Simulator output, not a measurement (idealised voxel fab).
voxel capacitor over wiring: a process module
Cross-section cut spans 185 nm and uses square cells 5 nm in size.
If you're reading a cross-section in this doc, picture square cells in a grid; it comes to you as bands, top ones listed first down to the bottom, and a band can be one or more rows of cells. Top height, bottom height, nm. Materials left to right, width each, nm. Single material + "full width" = fills band edge to edge. "blank" = empty. Where do heights start? At 0: under that level the wafer as delivered is made of one material only. And the lowest band has no floor; it just carries on downward, as in "0..down". A width such as "30 to 40" changes by the same amount from each row of cells to the next, from the band's top row to its bottom row. Take "no alteration" at face value: in the step it is given for, the cross-section changed in none of its cells. Each empty space that has no open way to the top and spans at least 8 cells appears under "Completely sealed voids" as width x height at distance, the distance counted from the left edge, all in nm. On a step's line, text after the settings is the simulator commenting on that step. You can add "overlay nm" to a step's line. For a step with a mask, it describes how far the mask lay to the right of its planned position, and a negative number describes a lay to the left.

Process steps foreseen in the plan
1: RECEIVE,material Si
2: CONFORMAL_DEP,material SiO2,thk nm 10
3: CONFORMAL_DEP,material SiCN,thk nm 5
4: DIRECTIONAL_DEP,material lowk,thk nm 15
5: MASKED_ETCH,tone open,mask id METAL_1,width nm 30,pitch nm 85,etch materials lowk,depth nm 15,overlay nm 0
6: MASKED_ETCH,tone open,mask id METAL_1,width nm 30,pitch nm 85,etch materials SiCN,depth nm 5,overlay nm 0
7: CONFORMAL_DEP,material TiN,thk nm 5
8: FILL_DEP,material Cu,thk nm 5
9: CMP,height nm 30
10: CONFORMAL_DEP,material SiCN,thk nm 5
11: DIRECTIONAL_DEP,material SiO2,thk nm 10
12: PATTERN,tone open,mask id PLUG_1,material resist,width nm 15,thk nm 20,overlay nm 0
13: DIRECTIONAL_ETCH,etch materials SiO2,depth nm 10
14: DIRECTIONAL_ETCH,etch materials SiCN,depth nm 5
15: STRIP,etch materials resist
16: CONFORMAL_DEP,material TiN,thk nm 5
17: FILL_DEP,material Cu,thk nm 5
18: CMP,height nm 45
19: DIRECTIONAL_DEP,material TiN,thk nm 5
20: DIRECTIONAL_DEP,material SiN,thk nm 5
21: DIRECTIONAL_DEP,material TiN,thk nm 5
22: PATTERN,tone cover,mask id UPPER_PLATE,material resist,width nm 60,thk nm 20,overlay nm 0
23: DIRECTIONAL_ETCH,etch materials TiN,depth nm 5
24: DIRECTIONAL_ETCH,etch materials SiN,depth nm 5
25: STRIP,etch materials resist
26: PATTERN,tone cover,mask id LOWER_PLATE,material resist,width nm 70,thk nm 20,overlay nm 0
27: DIRECTIONAL_ETCH,etch materials TiN,depth nm 5
28: STRIP,etch materials resist
29: FILL_DEP,material SiO2,thk nm 20
30: CMP,height nm 75
31: MASKED_ETCH,tone open,mask id PLUG_2,width nm 15,etch materials SiO2,depth nm 15,overlay nm 0
32: CONFORMAL_DEP,material TiN,thk nm 5
33: FILL_DEP,material Ru,thk nm 5
34: CMP,height nm 75
35: CONFORMAL_DEP,material SiCN,thk nm 5

Incoming wafer, cross-sectional view, post step 1
> 0..down = Si full width
> Completely sealed voids: none

Result of the module, cross-sectioned: start per above, plan per above, one error in how it was run
> 80..75 = SiCN full width
> 75..65 = SiO2=60, TiN=5, Ru=5, TiN=5, SiO2=110
> 65..55 = SiO2=60 to 50, TiN=15 to 60, SiO2=110 to 75
> 55..50 = SiO2=50, SiN=60, SiO2=75
> 50..45 = SiO2=45, TiN=70, SiO2=70
> 45..35 = SiO2=50, TiN=5, Cu=5, TiN=5, SiO2=120
> 35..30 = SiCN=50, TiN=15, SiCN=120
> 30..25 = Cu full width
> 25..20 = TiN=40, Cu=20, TiN=65, Cu=20, TiN=40
> 20..5 = lowk=35, TiN=5, Cu=20, TiN=5, lowk=55, TiN=5, Cu=20, TiN=5, lowk=35
> 5..0 = SiCN=35, TiN=30, SiCN=55, TiN=30, SiCN=35
> 0..down = Si full width
> Completely sealed voids: none
Short version of what went wrong: step 2 of the plan: omitted, not performed
